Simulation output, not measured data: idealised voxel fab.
process module | voxel transistor to metal
cross-section cut | 285 nm wide | cells 5 nm
A cross-section is a grid of square cells, given in bands from the top down. A band is one or more rows of cells.
Each band's line starts with the height of the band's top and of its bottom, in nm. Then come its materials from left to right, each with its width in nm. One material with "throughout" fills the band from edge to edge. "air" is empty space.
Height 0 is the level under which the wafer as received is all one material. The lowest band goes on downwards, as in "0 down".
A width such as "30 to 40" changes by the same amount from each row of cells to the next, from the band's top row to its bottom row.
"no change" after a step means that no cell of the cross-section changed.
closed voids: empty space of 8 cells or more with no open way to the top, each as width x height at its distance from the left edge, in nm
after a step's settings: what the simulator itself notes on the step
overlay nm, on a step with a mask: how far to the right of its planned place the mask lay; to the left if negative
plan
1 op RECEIVE | material Si
2 op CONFORMAL_DEP | material SiO2 | thk nm 5
3 op CONFORMAL_DEP | material SiN | thk nm 15
4 op PATTERN | tone cover | mask id ACTIVE | material resist | width nm 110 | pitch nm 140 | thk nm 15 | overlay nm 0
5 op DIRECTIONAL_ETCH | etch materials SiN | depth nm 15
6 op DIRECTIONAL_ETCH | etch materials SiO2 | depth nm 5
7 op DIRECTIONAL_ETCH | etch materials Si | depth nm 25
8 op STRIP | etch materials resist
9 op FILL_DEP | material SiO2 | thk nm 15
10 op CMP | height nm 20
11 op SELECTIVE_ETCH | etch materials SiO2 | depth nm 10
12 op STRIP | etch materials SiN
13 op SELECTIVE_ETCH | etch materials SiO2 | depth nm 5
14 op OXIDIZE | depth nm 5
15 op DIRECTIONAL_DEP | material polySi | thk nm 20
16 op DIRECTIONAL_DEP | material SiCN | thk nm 15
17 op MASKED_ETCH | tone cover | mask id GATE | width nm 20 | pitch nm 140 | etch materials SiCN | depth nm 25 | overlay nm 0
18 op MASKED_ETCH | tone cover | mask id GATE | width nm 20 | pitch nm 140 | etch materials polySi | depth nm 30 | overlay nm 0
19 op CONFORMAL_DEP | material SiN | thk nm 10
20 op DIRECTIONAL_ETCH | etch materials SiN | depth nm 10
21 op DIRECTIONAL_ETCH | etch materials SiO2 | depth nm 5
22 op DIRECTIONAL_ETCH | etch materials Si | depth nm 5
23 op EPI | material nSi | thk nm 10
24 op FILL_DEP | material SiO2 | thk nm 5
25 op CMP | height nm 35
26 op DIRECTIONAL_DEP | material SiO2 | thk nm 15
27 op DIRECTIONAL_DEP | material aC | thk nm 15
28 op PATTERN | tone open | mask id CONTACT | material resist | width nm 20 | pitch nm 70 | thk nm 30 | overlay nm 0
29 op DIRECTIONAL_ETCH | etch materials aC | depth nm 15
30 op STRIP | etch materials resist
31 op DIRECTIONAL_ETCH | etch materials SiO2 | depth nm 50
32 op STRIP | etch materials aC
33 op CONFORMAL_DEP | material TiN | thk nm 5
34 op FILL_DEP | material Ru | thk nm 5
35 op CMP | height nm 50
36 op DIRECTIONAL_DEP | material TiN | thk nm 5
37 op DIRECTIONAL_DEP | material W | thk nm 25
38 op PATTERN | tone cover | mask id METAL_1 | material resist | width nm 20 | pitch nm 70 | thk nm 20 | overlay nm 0
39 op DIRECTIONAL_ETCH | etch materials W | depth nm 25
40 op DIRECTIONAL_ETCH | etch materials TiN | depth nm 5
41 op STRIP | etch materials resist
42 op CONFORMAL_DEP | material SiN | thk nm 5
43 op FILL_DEP | material lowk | thk nm 5
44 op CMP | height nm 80
45 op CONFORMAL_DEP | material SiCN | thk nm 5
as received, after step 1
  0 down: Si throughout
  closed voids: none
first wafer at the end, as planned
  85 to 80: SiCN throughout
  80 to 55: lowk 20 | SiN 5 | W 20 | SiN 5 | lowk 40 | SiN 5 | W 20 | SiN 5 | lowk 40 | SiN 5 | W 20 | SiN 5 | lowk 40 | SiN 5 | W 20 | SiN 5 | lowk 25
  55 to 50: SiN 25 | TiN 20 | SiN 50 | TiN 20 | SiN 50 | TiN 20 | SiN 50 | TiN 20 | SiN 30
  50 to 35: SiO2 25 | TiN 5 | Ru 10 | TiN 5 | SiO2 50 | TiN 5 | Ru 10 | TiN 5 | SiO2 50 | TiN 5 | Ru 10 | TiN 5 | SiO2 50 | TiN 5 | Ru 10 | TiN 5 | SiO2 30
  35 to 20: SiO2 25 | TiN 5 | Ru 10 | TiN 5 | SiO2 5 | SiN 10 | SiCN 20 | SiN 10 | SiO2 5 | TiN 5 | Ru 10 | TiN 5 | SiO2 50 | TiN 5 | Ru 10 | TiN 5 | SiO2 5 | SiN 10 | SiCN 20 | SiN 10 | SiO2 5 | TiN 5 | Ru 10 | TiN 5 | SiO2 30
  20 to 10: SiO2 25 | TiN 5 | Ru 10 | TiN 5 | SiO2 5 | SiN 10 | polySi 20 | SiN 10 | SiO2 5 | TiN 5 | Ru 10 | TiN 5 | SiO2 50 | TiN 5 | Ru 10 | TiN 5 | SiO2 5 | SiN 10 | polySi 20 | SiN 10 | SiO2 5 | TiN 5 | Ru 10 | TiN 5 | SiO2 30
  10 to 5: SiO2 25 | TiN 20 | SiO2 5 | SiN 10 | polySi 20 | SiN 10 | SiO2 5 | TiN 20 | SiO2 50 | TiN 20 | SiO2 5 | SiN 10 | polySi 20 | SiN 10 | SiO2 5 | TiN 20 | SiO2 30
  5 to 0: SiO2 10 | SiN 10 | nSi 10 | TiN 10 | nSi 10 | SiN 10 | polySi 20 | SiN 10 | nSi 10 | TiN 10 | nSi 10 | SiN 10 | SiO2 20 | SiN 10 | nSi 10 | TiN 10 | nSi 10 | SiN 10 | polySi 20 | SiN 10 | nSi 10 | TiN 10 | nSi 10 | SiN 10 | SiO2 15
  0 to -5: SiO2 20 | nSi 30 | SiO2 40 | nSi 30 | SiO2 40 | nSi 30 | SiO2 40 | nSi 30 | SiO2 25
  -5 to -10: SiO2 15 | Si 5 | nSi 30 | Si 40 | nSi 30 | Si 5 | SiO2 30 | Si 5 | nSi 30 | Si 40 | nSi 30 | Si 5 | SiO2 20
  -10 to -25: SiO2 15 | Si 110 | SiO2 30 | Si 110 | SiO2 20
  -25 down: Si throughout
  closed voids: none
second wafer at the end: like start, like plan, one mistake
  85 to 80: SiCN throughout
  80 to 75: SiN 25 | TiN 20 | SiN 50 | TiN 20 | SiN 50 | TiN 20 | SiN 50 | TiN 20 | SiN 30
  75 to 50: W throughout
  50 to 35: SiO2 25 | TiN 5 | Ru 10 | TiN 5 | SiO2 50 | TiN 5 | Ru 10 | TiN 5 | SiO2 50 | TiN 5 | Ru 10 | TiN 5 | SiO2 50 | TiN 5 | Ru 10 | TiN 5 | SiO2 30
  35 to 20: SiO2 25 | TiN 5 | Ru 10 | TiN 5 | SiO2 5 | SiN 10 | SiCN 20 | SiN 10 | SiO2 5 | TiN 5 | Ru 10 | TiN 5 | SiO2 50 | TiN 5 | Ru 10 | TiN 5 | SiO2 5 | SiN 10 | SiCN 20 | SiN 10 | SiO2 5 | TiN 5 | Ru 10 | TiN 5 | SiO2 30
  20 to 10: SiO2 25 | TiN 5 | Ru 10 | TiN 5 | SiO2 5 | SiN 10 | polySi 20 | SiN 10 | SiO2 5 | TiN 5 | Ru 10 | TiN 5 | SiO2 50 | TiN 5 | Ru 10 | TiN 5 | SiO2 5 | SiN 10 | polySi 20 | SiN 10 | SiO2 5 | TiN 5 | Ru 10 | TiN 5 | SiO2 30
  10 to 5: SiO2 25 | TiN 20 | SiO2 5 | SiN 10 | polySi 20 | SiN 10 | SiO2 5 | TiN 20 | SiO2 50 | TiN 20 | SiO2 5 | SiN 10 | polySi 20 | SiN 10 | SiO2 5 | TiN 20 | SiO2 30
  5 to 0: SiO2 10 | SiN 10 | nSi 10 | TiN 10 | nSi 10 | SiN 10 | polySi 20 | SiN 10 | nSi 10 | TiN 10 | nSi 10 | SiN 10 | SiO2 20 | SiN 10 | nSi 10 | TiN 10 | nSi 10 | SiN 10 | polySi 20 | SiN 10 | nSi 10 | TiN 10 | nSi 10 | SiN 10 | SiO2 15
  0 to -5: SiO2 20 | nSi 30 | SiO2 40 | nSi 30 | SiO2 40 | nSi 30 | SiO2 40 | nSi 30 | SiO2 25
  -5 to -10: SiO2 15 | Si 5 | nSi 30 | Si 40 | nSi 30 | Si 5 | SiO2 30 | Si 5 | nSi 30 | Si 40 | nSi 30 | Si 5 | SiO2 20
  -10 to -25: SiO2 15 | Si 110 | SiO2 30 | Si 110 | SiO2 20
  -25 down: Si throughout
  closed voids: none
what went wrong: steps 36 and 37 were swapped
at the end the second wafer has, in cells: 40 fewer of SiN | 205 more of W | 165 fewer of lowk
